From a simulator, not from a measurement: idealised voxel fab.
Herein follows the process module entitled voxel released beams.
Section shown: cut. Width: 230 nm. Cell size: 5 nm, square.
Cross-section, as written here: a square-cell grid given band by band from the top down, where a band holds one or more rows of cells.
Per band: top height and bottom height in nm, followed by the left-to-right materials and their widths in nm; "everywhere" marks a single material spanning edge to edge, "blank" marks empty space.
Zero point of the height axis is 0; under it, received wafer = one material. Lowest band: continues down indefinitely, "0 -> down".
A width such as "30..40" changes by the same amount from each row of cells to the next, from the band's top row to its bottom row.
Any step labelled "no modification" changed none of the cells in the cross-section.
Reported under the label "Non-vented voids" are the empty spaces having no open way to the top and comprising 8 cells or more; the notation for each is width x height at distance, in which the distance is measured from the left edge and all three values are in nm.
On each step's line, the part that comes after the settings is the simulator's own comment on the step.
"overlay nm" answers the question of how far to the right of plan the mask lay on a step that has a mask, and when it is negative the answer is to the left.
## Steps planned for the process
1: RECEIVE with material Si
2: CONFORMAL_DEP with material SiN, thk nm 5
3: DIRECTIONAL_DEP with material SiO2, thk nm 10
4: PATTERN with tone open, mask id ANCHOR, material resist, width nm 25, thk nm 20, overlay nm 0
5: DIRECTIONAL_ETCH with etch materials SiO2, depth nm 10
6: STRIP with etch materials resist
7: CONFORMAL_DEP with material polySi, thk nm 10
8: DIRECTIONAL_DEP with material aC, thk nm 10
9: PATTERN with tone cover, mask id BEAM, material resist, width nm 95, thk nm 30, overlay nm 0
10: DIRECTIONAL_ETCH with etch materials aC, depth nm 10
11: STRIP with etch materials resist
12: DIRECTIONAL_ETCH with etch materials polySi, depth nm 10
13: STRIP with etch materials aC
14: STRIP with etch materials SiO2
## Account of the first of two wafers, which was processed as intended
## As received (post step 1): cross-section
* 0 -> down: Si everywhere
* Non-vented voids: none
## Wafer after step 2 (cross-section)
* 5 -> 0: SiN everywhere
* Below a height of 0, the structure has not been altered.
## Wafer after step 3 (cross-section)
* 15 -> 5: SiO2 everywhere
* Below a height of 5, the structure has not been altered.
## Wafer after step 4 (cross-section)
* 35 -> 15: 70 resist, then 25 blank, then 135 resist
* Below a height of 15, the structure has not been altered.
## Wafer after step 5 (cross-section)
* 35 -> 15: 70 resist, then 25 blank, then 135 resist
* 15 -> 5: 70 SiO2, then 25 blank, then 135 SiO2
* Below a height of 5, the structure has not been altered.
## Wafer after step 6 (cross-section)
* 15 -> 5: 70 SiO2, then 25 blank, then 135 SiO2
* Below a height of 5, the structure has not been altered.
## Wafer after step 7 (cross-section)
* 25 -> 15: 80 polySi, then 5 blank, then 145 polySi
* 15 -> 5: 70 SiO2, then 25 polySi, then 135 SiO2
* Below a height of 5, the structure has not been altered.
## Wafer after step 8 (cross-section)
* 35 -> 25: 80 aC, then 5 blank, then 145 aC
* 25 -> 15: 80 polySi, then 5 aC, then 145 polySi
* Below a height of 15, the structure has not been altered.
## Wafer after step 9 (cross-section)
* 65 -> 35: 65 blank, then 95 resist, then 70 blank
* 35 -> 25: 80 aC, then 5 resist, then 145 aC
* Below a height of 25, the structure has not been altered.
## Wafer after step 10 (cross-section)
* 55 -> 35: 65 blank, then 95 resist, then 70 blank
* 35 -> 25: 65 blank, then 15 aC, then 5 resist, then 75 aC, then 70 blank
* Below a height of 25, the structure has not been altered.
## Wafer after step 11 (cross-section)
* 35 -> 25: 65 blank, then 15 aC, then 5 blank, then 75 aC, then 70 blank
* Below a height of 25, the structure has not been altered.
## Wafer after step 12 (cross-section)
* 35 -> 25: 65 blank, then 15 aC, then 5 blank, then 75 aC, then 70 blank
* 25 -> 15: 65 blank, then 15 polySi, then 5 aC, then 75 polySi, then 70 blank
* Below a height of 15, the structure has not been altered.
## Wafer after step 13 (cross-section)
* 25 -> 15: 65 blank, then 15 polySi, then 5 blank, then 75 polySi, then 70 blank
* Below a height of 15, the structure has not been altered.
## Wafer after step 14 (cross-section)
* 25 -> 15: 65 blank, then 15 polySi, then 5 blank, then 75 polySi, then 70 blank
* 15 -> 5: 70 blank, then 25 polySi, then 135 blank
* Below a height of 5, the structure has not been altered.
## Wafer two. Identical start, identical plan. One mistake in execution. Identical history through step 1
Second wafer, sectioned view, at step 2's planned end time: no modification
## Second wafer, sectioned view, at step 3's planned end time
* 10 -> 0: SiO2 everywhere
* Below a height of 0, the structure has not been altered.
## Second wafer, sectioned view, at step 4's planned end time
* 30 -> 10: 70 resist, then 25 blank, then 135 resist
* Below a height of 10, the structure has not been altered.
## Second wafer, sectioned view, at step 5's planned end time
* 30 -> 10: 70 resist, then 25 blank, then 135 resist
* 10 -> 0: 70 SiO2, then 25 blank, then 135 SiO2
* Below a height of 0, the structure has not been altered.
## Second wafer, sectioned view, at step 6's planned end time
* 10 -> 0: 70 SiO2, then 25 blank, then 135 SiO2
* Below a height of 0, the structure has not been altered.
## Second wafer, sectioned view, at step 7's planned end time
* 20 -> 10: 80 polySi, then 5 blank, then 145 polySi
* 10 -> 0: 70 SiO2, then 25 polySi, then 135 SiO2
* Below a height of 0, the structure has not been altered.
## Second wafer, sectioned view, at step 8's planned end time
* 30 -> 20: 80 aC, then 5 blank, then 145 aC
* 20 -> 10: 80 polySi, then 5 aC, then 145 polySi
* Below a height of 10, the structure has not been altered.
## Second wafer, sectioned view, at step 9's planned end time
* 60 -> 30: 65 blank, then 95 resist, then 70 blank
* 30 -> 20: 80 aC, then 5 resist, then 145 aC
* Below a height of 20, the structure has not been altered.
## Second wafer, sectioned view, at step 10's planned end time
* 50 -> 30: 65 blank, then 95 resist, then 70 blank
* 30 -> 20: 65 blank, then 15 aC, then 5 resist, then 75 aC, then 70 blank
* Below a height of 20, the structure has not been altered.
## Second wafer, sectioned view, at step 11's planned end time
* 30 -> 20: 65 blank, then 15 aC, then 5 blank, then 75 aC, then 70 blank
* Below a height of 20, the structure has not been altered.
## Second wafer, sectioned view, at step 12's planned end time
* 30 -> 20: 65 blank, then 15 aC, then 5 blank, then 75 aC, then 70 blank
* 20 -> 10: 65 blank, then 15 polySi, then 5 aC, then 75 polySi, then 70 blank
* Below a height of 10, the structure has not been altered.
## Second wafer, sectioned view, at step 13's planned end time
* 20 -> 10: 65 blank, then 15 polySi, then 5 blank, then 75 polySi, then 70 blank
* Below a height of 10, the structure has not been altered.
## Second wafer, sectioned view, at step 14's planned end time
* 20 -> 10: 65 blank, then 15 polySi, then 5 blank, then 75 polySi, then 70 blank
* 10 -> 0: 70 blank, then 25 polySi, then 135 blank
* Below a height of 0, the structure has not been altered.
What was done differently from what was planned? step 2 of the plan got skipped, so it never ran
Final tally in cells, some materials are higher or lower on the second wafer than on the first: 46 fewer of SiN
